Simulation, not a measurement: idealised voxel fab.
A process module follows: voxel trench capacitor.
In the cross-section labelled cut, the width is 140 nm and each square cell is 5 nm.
Think of the cross-section as a grid of square cells. We describe it in bands, top to bottom, and each band covers one or more rows of those cells. The band entry comprises the height of the band's top followed by the height of its bottom, expressed in nm, and subsequently the band's materials from left to right, each stated together with its width in nm. Where a single material is marked with the word "everywhere", that material fills the band from edge to edge. The word "blank" represents empty space. Ref level 0: as-received wafer is one material below here. Bottom band extends down with no lower bound ("from 0 down"). A width given as "30 to 40" starts at the first number in the band's top row and ends at the second number in its bottom row, shifting by an equal amount at every step from row to row. "nothing got changed", as given for a step, is the statement that not any cell of the cross-section underwent a change during that step. "Closed cavity list" contains a list of empty spaces, each no smaller than 8 cells and without an open way to the top, written in the form width x height at distance with the distance from the left edge and all three in nm. That trailing text on a step's line, after the settings, is the simulator's own remark on the step. overlay nm: mask right of planned place by this much (step with mask). Neg. = left.
# Here's what the planned process steps look like
step 1: RECEIVE, material Si
step 2: CONFORMAL_DEP, material SiN, thk nm 10
step 3: PATTERN, tone open, mask id TRENCH, material resist, width nm 20, pitch nm 40, thk nm 15, overlay nm 0
step 4: DIRECTIONAL_ETCH, etch materials SiN, depth nm 10
step 5: DIRECTIONAL_ETCH, etch materials Si, depth nm 25
step 6: STRIP, etch materials resist
step 7: CONFORMAL_DEP, material SiO2, thk nm 5
step 8: FILL_DEP, material polySi, thk nm 10
step 9: CMP, height nm 10
# Delivered wafer in cross-section: state after step 1
> from 0 down = Si everywhere
> Closed cavity list: none
# Run as planned - first of the two wafers cross-sectioned at the end of the module
> from 10 to 0 = SiN 40 nm  SiO2 5 nm  polySi 10 nm  SiO2 5 nm  SiN 20 nm  SiO2 5 nm  polySi 10 nm  SiO2 5 nm  SiN 40 nm
> from 0 to -20 = Si 40 nm  SiO2 5 nm  polySi 10 nm  SiO2 5 nm  Si 20 nm  SiO2 5 nm  polySi 10 nm  SiO2 5 nm  Si 40 nm
> from -20 to -25 = Si 40 nm  SiO2 20 nm  Si 20 nm  SiO2 20 nm  Si 40 nm
> from -25 down = Si everywhere
> Closed cavity list: none
# This cross-section belongs to the second wafer of two at the end of the module; the start and the plan were shared with the first, and the run included one mistake
> from 10 to 0 = polySi 35 nm  SiO2 5 nm  SiN 20 nm  SiO2 5 nm  polySi 10 nm  SiO2 5 nm  SiN 20 nm  SiO2 5 nm  polySi 35 nm
> from 0 to -20 = polySi 35 nm  SiO2 5 nm  Si 20 nm  SiO2 5 nm  polySi 10 nm  SiO2 5 nm  Si 20 nm  SiO2 5 nm  polySi 35 nm
> from -20 to -25 = SiO2 40 nm  Si 20 nm  SiO2 20 nm  Si 20 nm  SiO2 40 nm
> from -25 down = Si everywhere
> Closed cavity list: none
So what did we get wrong on this run? heads up, step 3 didn't go per plan, it actually ran as PATTERN, tone cover, mask id TRENCH, material resist, width nm 20, pitch nm 40, thk nm 15, overlay nm 0
Wrapping up, a cell-based count of both wafers puts the second over or under the first for these materials: -60 Si | -24 SiN | +12 SiO2 | +72 polySi
